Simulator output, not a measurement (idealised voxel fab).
This is a process module. Its name is voxel transistor to metal.
Xsec cut, 270 nm wide, square cell size 5 nm.
Cross-section format: a grid of square cells, given as bands from top to bottom; each band is one or more rows of cells. Band entry format. Leading values: height of top, height of bottom, nm. Remainder: materials in left-to-right order, each with its width in nm. Special words: "edge to edge" on a single material, which then fills the band edge to edge; "blank", empty space. The level at which height equals 0 is the one under which the wafer, as it arrives, is entirely one material. No lower edge exists for the bottom band, which continues downward and is notated as in "0 nm and below". Think of "30 to 40" as a width that walks from the first number to the second as you go down the band, top row to bottom row, taking equal-sized steps from row to row. The designation "nothing changed", where it is given for a processing step, indicates that no cell of the cross-section was altered in the course of that step. Empty spaces without an open route to the top, at least 8 cells in extent, make up the entry "Encapsulated voids"; each is given as width x height at distance, where the distance is measured from the left edge, and all are in nm. Past the settings on a step's line: simulator remark, on that step. What "overlay nm" on a step's line means: if the step has a mask, that mask lay this far to the right of its planned place, or, when the value is negative, to the left.

[Steps planned for the process]
1. RECEIVE (material Si)
2. CONFORMAL_DEP (material SiO2; thk nm 5)
3. CONFORMAL_DEP (material SiN; thk nm 10)
4. MASKED_ETCH (tone cover; mask id ACTIVE; width nm 100; pitch nm 130; etch materials SiN; depth nm 10; overlay nm 0)
5. MASKED_ETCH (tone cover; mask id ACTIVE; width nm 100; pitch nm 130; etch materials SiO2; depth nm 5; overlay nm 0)
6. MASKED_ETCH (tone cover; mask id ACTIVE; width nm 100; pitch nm 130; etch materials Si; depth nm 25; overlay nm 0)
7. OXIDIZE (depth nm 5)
8. FILL_DEP (material SiO2; thk nm 10)
9. CMP (height nm 15)
10. SELECTIVE_ETCH (etch materials SiO2; depth nm 5)
11. STRIP (etch materials SiN)
12. SELECTIVE_ETCH (etch materials SiO2; depth nm 5)
13. OXIDIZE (depth nm 5)
14. DIRECTIONAL_DEP (material polySi; thk nm 30)
15. DIRECTIONAL_DEP (material SiCN; thk nm 10)
16. DIRECTIONAL_DEP (material aC; thk nm 15)
17. PATTERN (tone cover; mask id GATE; material resist; width nm 30; pitch nm 130; thk nm 30; overlay nm 0)
18. DIRECTIONAL_ETCH (etch materials aC; depth nm 15)
19. STRIP (etch materials resist)
20. DIRECTIONAL_ETCH (etch materials SiCN; depth nm 20)
21. DIRECTIONAL_ETCH (etch materials polySi; depth nm 40)
22. STRIP (etch materials aC)
23. CONFORMAL_DEP (material SiN; thk nm 10)
24. DIRECTIONAL_ETCH (etch materials SiN; depth nm 10)
25. DIRECTIONAL_ETCH (etch materials SiO2; depth nm 5)
26. DIRECTIONAL_ETCH (etch materials Si; depth nm 10)
27. EPI (material pSi; thk nm 10)
28. FILL_DEP (material SiO2; thk nm 10)
29. CMP (height nm 30)
30. STRIP (etch materials polySi)
31. SELECTIVE_ETCH (etch materials SiO2; depth nm 5)
32. CONFORMAL_DEP (material HfO2; thk nm 5)
33. CONFORMAL_DEP (material TiN; thk nm 5)
34. FILL_DEP (material W; thk nm 5)
35. CMP (height nm 25)
36. DIRECTIONAL_DEP (material SiO2; thk nm 15)
37. PATTERN (tone open; mask id CONTACT; material resist; width nm 15; thk nm 20; overlay nm 0)
38. DIRECTIONAL_ETCH (etch materials SiO2; depth nm 45)
39. STRIP (etch materials resist)
40. CONFORMAL_DEP (material TiN; thk nm 5)
41. FILL_DEP (material Ru; thk nm 5)
42. CMP (height nm 40)
43. CONFORMAL_DEP (material SiCN; thk nm 5)
44. DIRECTIONAL_DEP (material lowk; thk nm 15)
45. MASKED_ETCH (tone open; mask id METAL_1; width nm 15; etch materials lowk; depth nm 15; overlay nm 0)
46. MASKED_ETCH (tone open; mask id METAL_1; width nm 15; etch materials SiCN; depth nm 5; overlay nm 0)
47. CONFORMAL_DEP (material TiN; thk nm 5)
48. FILL_DEP (material Cu; thk nm 5)
49. CMP (height nm 60)
50. CONFORMAL_DEP (material SiCN; thk nm 5)
51. DIRECTIONAL_DEP (material SiO2; thk nm 35)
52. PATTERN (tone open; mask id METAL_2; material resist; width nm 15; pitch nm 130; thk nm 15; overlay nm 0)
53. DIRECTIONAL_ETCH (etch materials SiO2; depth nm 20)
54. STRIP (etch materials resist)
55. DIRECTIONAL_DEP (material aC; thk nm 10)
56. PATTERN (tone open; mask id METAL_2_HOLES; material resist; width nm 15; pitch nm 130; thk nm 30; overlay nm 0)
57. DIRECTIONAL_ETCH (etch materials aC; depth nm 10)
58. STRIP (etch materials resist)
59. DIRECTIONAL_ETCH (etch materials SiO2; depth nm 15)
60. DIRECTIONAL_ETCH (etch materials SiCN; depth nm 5)
61. STRIP (etch materials aC)
62. CONFORMAL_DEP (material TiN; thk nm 5)
63. FILL_DEP (material Ru; thk nm 5)
64. CMP (height nm 100)
65. CONFORMAL_DEP (material SiN; thk nm 5)

[Wafer at receipt (post step 1), cross-section]
0 nm and below: Si edge to edge
Encapsulated voids: none

[Final cross-section, module run with one mistake (start and plan as above)]
105 nm to 100 nm: SiN edge to edge
100 nm to 65 nm: 25 nm SiO2; 5 nm TiN; 5 nm Ru; 5 nm TiN; 115 nm SiO2; 5 nm TiN; 5 nm Ru; 5 nm TiN; 100 nm SiO2
65 nm to 60 nm: 25 nm SiCN; 15 nm TiN; 115 nm SiCN; 15 nm TiN; 100 nm SiCN
60 nm to 50 nm: 20 nm Cu; 5 nm TiN; 15 nm lowk; 5 nm TiN; 50 nm Cu; 5 nm TiN; 15 nm lowk; 5 nm TiN; 30 nm Cu; 5 nm TiN; 15 nm lowk; 5 nm TiN; 50 nm Cu; 5 nm TiN; 15 nm lowk; 5 nm TiN; 20 nm Cu
50 nm to 45 nm: 25 nm TiN; 15 nm lowk; 60 nm TiN; 15 nm lowk; 40 nm TiN; 15 nm lowk; 60 nm TiN; 15 nm lowk; 25 nm TiN
45 nm to 40 nm: SiCN edge to edge
40 nm to 25 nm: 25 nm SiO2; 5 nm TiN; 5 nm Ru; 5 nm TiN; 60 nm SiO2; 5 nm TiN; 5 nm Ru; 5 nm TiN; 40 nm SiO2; 5 nm TiN; 5 nm Ru; 5 nm TiN; 60 nm SiO2; 5 nm TiN; 5 nm Ru; 5 nm TiN; 25 nm SiO2
25 nm to 10 nm: 25 nm SiO2; 5 nm TiN; 5 nm Ru; 5 nm TiN; 5 nm SiO2; 10 nm SiN; 5 nm HfO2; 5 nm TiN; 10 nm W; 5 nm TiN; 5 nm HfO2; 10 nm SiN; 5 nm SiO2; 5 nm TiN; 5 nm Ru; 5 nm TiN; 40 nm SiO2; 5 nm TiN; 5 nm Ru; 5 nm TiN; 5 nm SiO2; 10 nm SiN; 5 nm HfO2; 5 nm TiN; 10 nm W; 5 nm TiN; 5 nm HfO2; 10 nm SiN; 5 nm SiO2; 5 nm TiN; 5 nm Ru; 5 nm TiN; 25 nm SiO2
10 nm to 5 nm: 25 nm SiO2; 15 nm TiN; 5 nm SiO2; 10 nm SiN; 5 nm HfO2; 5 nm TiN; 10 nm W; 5 nm TiN; 5 nm HfO2; 10 nm SiN; 5 nm SiO2; 15 nm TiN; 40 nm SiO2; 15 nm TiN; 5 nm SiO2; 10 nm SiN; 5 nm HfO2; 5 nm TiN; 10 nm W; 5 nm TiN; 5 nm HfO2; 10 nm SiN; 5 nm SiO2; 15 nm TiN; 25 nm SiO2
5 nm to 0 nm: 15 nm SiO2; 10 nm SiN; 10 nm TiN; 10 nm pSi; 10 nm SiN; 5 nm HfO2; 20 nm TiN; 5 nm HfO2; 10 nm SiN; 10 nm pSi; 10 nm TiN; 10 nm SiN; 20 nm SiO2; 10 nm SiN; 10 nm TiN; 10 nm pSi; 10 nm SiN; 5 nm HfO2; 20 nm TiN; 5 nm HfO2; 10 nm SiN; 10 nm pSi; 10 nm TiN; 10 nm SiN; 15 nm SiO2
0 nm to -5 nm: 25 nm SiO2; 10 nm TiN; 10 nm pSi; 5 nm SiO2; 40 nm HfO2; 5 nm SiO2; 10 nm pSi; 10 nm TiN; 40 nm SiO2; 10 nm TiN; 10 nm pSi; 5 nm SiO2; 40 nm HfO2; 5 nm SiO2; 10 nm pSi; 10 nm TiN; 25 nm SiO2
-5 nm to -15 nm: 25 nm SiO2; 20 nm pSi; 50 nm Si; 20 nm pSi; 40 nm SiO2; 20 nm pSi; 50 nm Si; 20 nm pSi; 25 nm SiO2
-15 nm to -30 nm: 25 nm SiO2; 90 nm Si; 40 nm SiO2; 90 nm Si; 25 nm SiO2
-30 nm and below: Si edge to edge
Encapsulated voids: none
Here's what went sideways: step 45 did not use the planned setting and instead ran as MASKED_ETCH (tone cover; mask id METAL_1; width nm 15; etch materials lowk; depth nm 15; overlay nm 0)
